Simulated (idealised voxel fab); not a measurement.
The following is a process module called voxel plated lines.
Xsec cut, 270 nm wide, square cell size 5 nm.
If you're reading a cross-section in this doc, picture square cells in a grid; it comes to you as bands, top ones listed first down to the bottom, and a band can be one or more rows of cells. Heads up on the band format: heights come first, top then bottom, in nm. After that it's the materials left to right, each with its width in nm. A single material flagged "full width" fills the whole band edge to edge, and "empty" means there's empty space there. Height reference: 0 = level under which incoming wafer is all one material. Lowest band: no bottom, runs on downward, e.g. "z 0 and below". A width such as "30..40" changes by the same amount from each row of cells to the next, from the band's top row to its bottom row. "identical to before" for a step: no cell of the cross-section changed in that step. Look at "Sealed void list" for the closed voids: empty spaces with no open path to the top, sized 8 cells or up. Each is width x height at distance, distance from the left edge, all nm. The remark found on a step's line after its settings is issued by the simulator itself and pertains to that step. If you see "overlay nm" on a step's line and that step has a mask, it's telling you how far right of where it was planned the mask ended up; a negative number means it went left instead.
PROCESS STEPS (PLANNED)
1. RECEIVE [material Si]
2. CONFORMAL_DEP [material SiO2] [thk nm 15]
3. DIRECTIONAL_DEP [material TiN] [thk nm 5]
4. PATTERN [tone open] [mask id LINES] [material resist] [width nm 15] [pitch nm 40] [thk nm 25] [overlay nm 0]
5. EPI [material Ru] [thk nm 5]
6. EPI [material Ru] [thk nm 10]
7. STRIP [etch materials resist]
8. DIRECTIONAL_ETCH [etch materials TiN] [depth nm 5]
9. CONFORMAL_DEP [material SiCN] [thk nm 5]
CROSS-SECTION, INCOMING MATERIAL, AFTER STEP 1
* z 0 and below | Si full width
* Sealed void list: none
WAFER CROSS-SECTION AT END OF MODULE: START AND PLAN AS SHOWN ABOVE, ONE EXECUTION ERROR
* z 40 to 35 | 70 nm SiCN; 5 nm empty; 35 nm SiCN; 5 nm empty; 35 nm SiCN; 5 nm empty; 35 nm SiCN; 5 nm empty; 75 nm SiCN
* z 35 to 20 | 65 nm Ru; 5 nm SiCN; 5 nm empty; 5 nm SiCN; 25 nm Ru; 5 nm SiCN; 5 nm empty; 5 nm SiCN; 25 nm Ru; 5 nm SiCN; 5 nm empty; 5 nm SiCN; 25 nm Ru; 5 nm SiCN; 5 nm empty; 5 nm SiCN; 70 nm Ru
* z 20 to 15 | 65 nm TiN; 15 nm SiCN; 25 nm TiN; 15 nm SiCN; 25 nm TiN; 15 nm SiCN; 25 nm TiN; 15 nm SiCN; 70 nm TiN
* z 15 to 0 | SiO2 full width
* z 0 and below | Si full width
* Sealed void list: none
It is concluded that the wafer was processed incorrectly with respect to the plan, in that step 4, actual vs plan mismatch, actual run PATTERN [tone cover] [mask id LINES] [material resist] [width nm 15] [pitch nm 40] [thk nm 25] [overlay nm 0]
